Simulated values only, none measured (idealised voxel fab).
The document below concerns the process module designated voxel wiring stack.
Pictured: cross-section cut, 270 nm wide, on a grid of 5 nm square cells.
The cross-sections in this document take the form of a grid made of square cells. They are written out as bands, in order from top to bottom. Each band consists of one or more rows of cells. Top height, bottom height, nm. Materials left to right, width each, nm. Single material + "edge to edge" = fills band edge to edge. "air" = empty. Height is counted from the level 0, under which the received wafer is composed throughout of one material. The lowest of the bands is not closed at the bottom but continues downward, in the notation "z 0 and below". Top row gets the first number, bottom row gets the second, and each row in between changes by the same step: that is how a band width like "30 to 40" works. "stayed the same", as given for a step, is the statement that not any cell of the cross-section underwent a change during that step. Look at "Unvented internal voids" for the closed voids: empty spaces with no open path to the top, sized 8 cells or up. Each is width x height at distance, distance from the left edge, all nm. It should be noted that, on the line of a given step, the content following the step's settings is a remark produced by the simulator itself with respect to that step. overlay nm: step with mask; distance mask lay right of planned place; negative value = left of planned place.

THIS SECTION LISTS THE PROCESS STEPS THAT WERE PLANNED
step 1: RECEIVE (material Si)
step 2: CONFORMAL_DEP (material SiO2; thk nm 15)
step 3: CONFORMAL_DEP (material SiN; thk nm 5)
step 4: DIRECTIONAL_DEP (material SiO2; thk nm 20)
step 5: DIRECTIONAL_DEP (material aC; thk nm 10)
step 6: PATTERN (tone open; mask id METAL_1; material resist; width nm 30; pitch nm 55; thk nm 30; overlay nm 0)
step 7: DIRECTIONAL_ETCH (etch materials aC; depth nm 10)
step 8: STRIP (etch materials resist)
step 9: DIRECTIONAL_ETCH (etch materials SiO2; depth nm 20)
step 10: DIRECTIONAL_ETCH (etch materials SiN; depth nm 5)
step 11: STRIP (etch materials aC)
step 12: CONFORMAL_DEP (material TiN; thk nm 5)
step 13: FILL_DEP (material Cu; thk nm 10)
step 14: CMP (height nm 40)
step 15: CONFORMAL_DEP (material SiCN; thk nm 5)
step 16: DIRECTIONAL_DEP (material lowk; thk nm 25)
step 17: PATTERN (tone open; mask id METAL_2; material resist; width nm 30; pitch nm 55; thk nm 15; overlay nm 0)
step 18: DIRECTIONAL_ETCH (etch materials lowk; depth nm 15)
step 19: STRIP (etch materials resist)
step 20: PATTERN (tone open; mask id METAL_2_HOLES; material resist; width nm 15; pitch nm 110; thk nm 15; overlay nm 0)
step 21: DIRECTIONAL_ETCH (etch materials lowk; depth nm 10)
step 22: DIRECTIONAL_ETCH (etch materials SiCN; depth nm 5)
step 23: STRIP (etch materials resist)
step 24: CONFORMAL_DEP (material TiN; thk nm 5)
step 25: FILL_DEP (material Ru; thk nm 10)
step 26: CMP (height nm 70)
step 27: CONFORMAL_DEP (material SiN; thk nm 5)

CROSS-SECTION OF THE INCOMING WAFER, STATE AFTER STEP 1
    z 0 and below: Si edge to edge
    Unvented internal voids: none

BELOW IS THE WAFER IN CROSS-SECTION AFTER THE MODULE WAS COMPLETED. IT BEGAN FROM THE STARTING POINT SHOWN ABOVE AND FOLLOWED THE PLAN SHOWN ABOVE, EXCEPT THAT ONE MISTAKE WAS MADE WHILE RUNNING IT
    z 75 to 70: SiN edge to edge
    z 70 to 60: lowk (65), TiN (5), Ru (20), TiN (5), lowk (25), TiN (5), Ru (20), TiN (5), lowk (25), TiN (5), Ru (20), TiN (5), lowk (65)
    z 60 to 55: lowk (65), TiN (5), Ru (5), TiN (20), lowk (25), TiN (30), lowk (25), TiN (5), Ru (5), TiN (20), lowk (65)
    z 55 to 50: lowk (65), TiN (15), lowk (95), TiN (15), lowk (80)
    z 50 to 45: lowk edge to edge
    z 45 to 40: SiCN edge to edge
    z 40 to 20: SiO2 (65), TiN (5), Cu (20), TiN (5), SiO2 (25), TiN (5), Cu (20), TiN (5), SiO2 (25), TiN (5), Cu (20), TiN (5), SiO2 (65)
    z 20 to 15: SiN (65), TiN (30), SiN (25), TiN (30), SiN (25), TiN (30), SiN (65)
    z 15 to 0: SiO2 edge to edge
    z 0 and below: Si edge to edge
    Unvented internal voids: none
What broke from the plan during processing? off-plan run, step 21, actual operation and settings DIRECTIONAL_ETCH (etch materials lowk; depth nm 5)
